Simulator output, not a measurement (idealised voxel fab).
The process module that follows is named voxel gate over fins.
Section shown: cut. Width: 300 nm. Cell size: 5 nm, square.
Cross-section spec: square-cell grid; bands listed top down; each band is one or more rows.
A band entry consists of two parts. The first gives the height of the band's top and the height of its bottom, in nm. The rest lists the band's materials from left to right, each with its width in nm. A single material labelled with the word "edge to edge" fills the band from edge to edge, and the word "blank" marks empty space.
Heights are measured from 0, the level below which the as-received wafer is all one material; the lowest band has no bottom and continues downward, written as in "0 and below".
Top row gets the first number, bottom row gets the second, and each row in between changes by the same step: that is how a band width like "30->40" works.
Given "nothing got changed" for a step, no cell of the cross-section differs between before and after that step.
Under "Sealed cavities" you'll find the enclosed gaps, the ones with no way out to the top, that are 8 cells or bigger; each reads width x height at distance, with distance counted from the left edge, everything in nm.
On a step's line, text after the settings is the simulator commenting on that step.
"overlay nm" denotes, for a step that has a mask, the displacement of the mask to the right of its planned place, with negative values corresponding to the left.

plan:
1,RECEIVE with material Si
2,CONFORMAL_DEP with material SiN, thk nm 10
3,PATTERN with tone cover, mask id FINS, material resist, width nm 15, pitch nm 40, thk nm 15, overlay nm 0
4,DIRECTIONAL_ETCH with etch materials SiN, depth nm 10
5,DIRECTIONAL_ETCH with etch materials Si, depth nm 30
6,STRIP with etch materials resist
7,OXIDIZE with depth nm 5
8,FILL_DEP with material SiO2, thk nm 15
9,CMP with height nm 10
10,SELECTIVE_ETCH with etch materials SiO2, depth nm 20
11,STRIP with etch materials SiN
12,CONFORMAL_DEP with material HfO2, thk nm 5
13,CONFORMAL_DEP with material TiN, thk nm 5
14,CONFORMAL_DEP with material TiAl, thk nm 5
15,CONFORMAL_DEP with material TiN, thk nm 5
16,FILL_DEP with material W, thk nm 10
17,CMP with height nm 25
18,CONFORMAL_DEP with material SiN, thk nm 10
The thk nm used in step 13 is not the same on every wafer, whereas the starting condition is; the value printed in the plan is the first wafer's.

After step 1, as received: first of several wafers, cross-section:
* 0 and below = Si edge to edge
* Sealed cavities: none

Cross-section of the first of several wafers once the module has run through its last step, step 18:
* 35 down to 25 = SiN edge to edge
* 25 down to 20 = W edge to edge
* 20 down to 15 = W=105; TiN=85; W=110
* 15 down to 10 = W=105; TiN=5; TiAl=35; TiN=5; TiAl=35; TiN=5; W=110
* 10 down to 5 = TiN=110; TiAl=5; TiN=25; TiAl=5; TiN=5; TiAl=5; TiN=25; TiAl=5; TiN=115
* 5 down to 0 = TiAl=115; TiN=5; HfO2=15; TiN=5; TiAl=15; TiN=5; HfO2=15; TiN=5; TiAl=120
* 0 down to -5 = TiN=120; HfO2=5; Si=5; HfO2=5; TiN=25; HfO2=5; Si=5; HfO2=5; TiN=125
* -5 down to -10 = HfO2=125; Si=5; HfO2=35; Si=5; HfO2=130
* -10 down to -35 = SiO2=125; Si=5; SiO2=35; Si=5; SiO2=130
* -35 and below = Si edge to edge
* Sealed cavities: none

Sectional view of the last wafer upon completion of the module:
* 35 down to 25 = SiN edge to edge
* 25 down to 20 = TiN=95; TiAl=5; TiN=95; TiAl=5; TiN=100
* 20 down to 15 = TiAl=100; TiN=95; TiAl=105
* 15 down to 5 = TiN edge to edge
* 5 down to 0 = TiN=120; HfO2=15; TiN=25; HfO2=15; TiN=125
* 0 down to -5 = TiN=120; HfO2=5; Si=5; HfO2=5; TiN=25; HfO2=5; Si=5; HfO2=5; TiN=125
* -5 down to -10 = HfO2=125; Si=5; HfO2=35; Si=5; HfO2=130
* -10 down to -35 = SiO2=125; Si=5; SiO2=35; Si=5; SiO2=130
* -35 and below = Si edge to edge
* Sealed cavities: none

Wafer rows, end of module: cells per material gained (+) or lost (-) since receipt; closed voids last:
thk nm 5, +68 HfO2, -406 Si, +120 SiN, +290 SiO2, +68 TiAl, +134 TiN, +146 W, Sealed cavities: none
thk nm 10, +68 HfO2, -406 Si, +120 SiN, +290 SiO2, +66 TiAl, +200 TiN, +82 W, Sealed cavities: none
thk nm 15, +68 HfO2, -406 Si, +120 SiN, +290 SiO2, +64 TiAl, +245 TiN, +39 W, Sealed cavities: none
thk nm 20, +68 HfO2, -406 Si, +120 SiN, +290 SiO2, +43 TiAl, +305 TiN, Sealed cavities: none
